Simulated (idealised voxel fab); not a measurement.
Proc. module: voxel ribs on slabs
The figure presents cross-section cut, which has a width of 190 nm and is divided into square cells with an edge length of 5 nm.
This document writes a cross-section as a grid whose cells are square, and gives it as bands, listed from the top down; one or more rows of cells form a band. Look at the band entry: it leads with the top's height and the bottom's height in nm. Then it lists the materials left to right, with a width in nm for each. The word "all across" on a single material says that material fills the band edge to edge. The word "blank" is empty space. Height 0 is the level under which the wafer as received is all one material. The lowest band goes on downwards, as in "top 0, no bottom". A width such as "30 to 40" changes by the same amount from each row of cells to the next, from the band's top row to its bottom row. Step marked "no modifications"? Then no cell in the cross-section changed in it. For the entry "Sealed internal voids", the listed items are empty spaces with no open way to the top whose size is 8 cells or more; each item follows the pattern width x height at distance, where distance is from the left edge and all three are in nm. Formally, on a step line, whatever follows the settings is a remark that the simulator itself makes on the step. "overlay nm" denotes, for a step that has a mask, the displacement of the mask to the right of its planned place, with negative values corresponding to the left.
## Planned step list for the process
1. RECEIVE [material Si]
2. DIRECTIONAL_DEP [material SiO2] [thk nm 30]
3. DIRECTIONAL_DEP [material SiN] [thk nm 25]
4. MASKED_ETCH [tone cover] [mask id RIB] [width nm 20] [etch materials SiN] [depth nm 15] [overlay nm 0]
5. MASKED_ETCH [tone cover] [mask id SLAB] [width nm 50] [etch materials SiN] [depth nm 10] [overlay nm 0]
6. FILL_DEP [material SiO2] [thk nm 15]
7. CMP [height nm 55]
8. DIRECTIONAL_DEP [material TiN] [thk nm 10]
9. PATTERN [tone cover] [mask id HEATER] [material resist] [width nm 30] [thk nm 20] [overlay nm 0]
10. DIRECTIONAL_ETCH [etch materials TiN] [depth nm 10]
11. STRIP [etch materials resist]
12. CONFORMAL_DEP [material SiN] [thk nm 10]
Same starting wafers, different height nm at step 7. Plan value belongs to the first wafer.
## First of several wafers, received after step 1, in cross-section
  top 0, no bottom | Si all across
  Sealed internal voids: none
## The cross-section of the first of several wafers is given below for the end of the module, after its final step, step 12
  top 75, bottom 65 | 70 of blank, 50 of SiN, 70 of blank
  top 65, bottom 55 | 80 of SiN, 30 of TiN, 80 of SiN
  top 55, bottom 40 | 85 of SiO2, 20 of SiN, 85 of SiO2
  top 40, bottom 30 | 70 of SiO2, 50 of SiN, 70 of SiO2
  top 30, bottom 0 | SiO2 all across
  top 0, no bottom | Si all across
  Sealed internal voids: none
## Showing the last wafer in cross-section at the end of the module
  top 90, bottom 80 | 70 of blank, 50 of SiN, 70 of blank
  top 80, bottom 70 | 80 of SiN, 30 of TiN, 80 of SiN
  top 70, bottom 55 | SiO2 all across
  top 55, bottom 40 | 85 of SiO2, 20 of SiN, 85 of SiO2
  top 40, bottom 30 | 70 of SiO2, 50 of SiN, 70 of SiO2
  top 30, bottom 0 | SiO2 all across
  top 0, no bottom | Si all across
  Sealed internal voids: none
## Per wafer, end of module: cells gained (+) or lost (-) per material since receipt, then closed voids
height nm 55, +116 SiN, +386 SiO2, +12 TiN, Sealed internal voids: none
height nm 60, +116 SiN, +424 SiO2, +12 TiN, Sealed internal voids: none
height nm 65, +116 SiN, +462 SiO2, +12 TiN, Sealed internal voids: none
height nm 70, +116 SiN, +500 SiO2, +12 TiN, Sealed internal voids: none
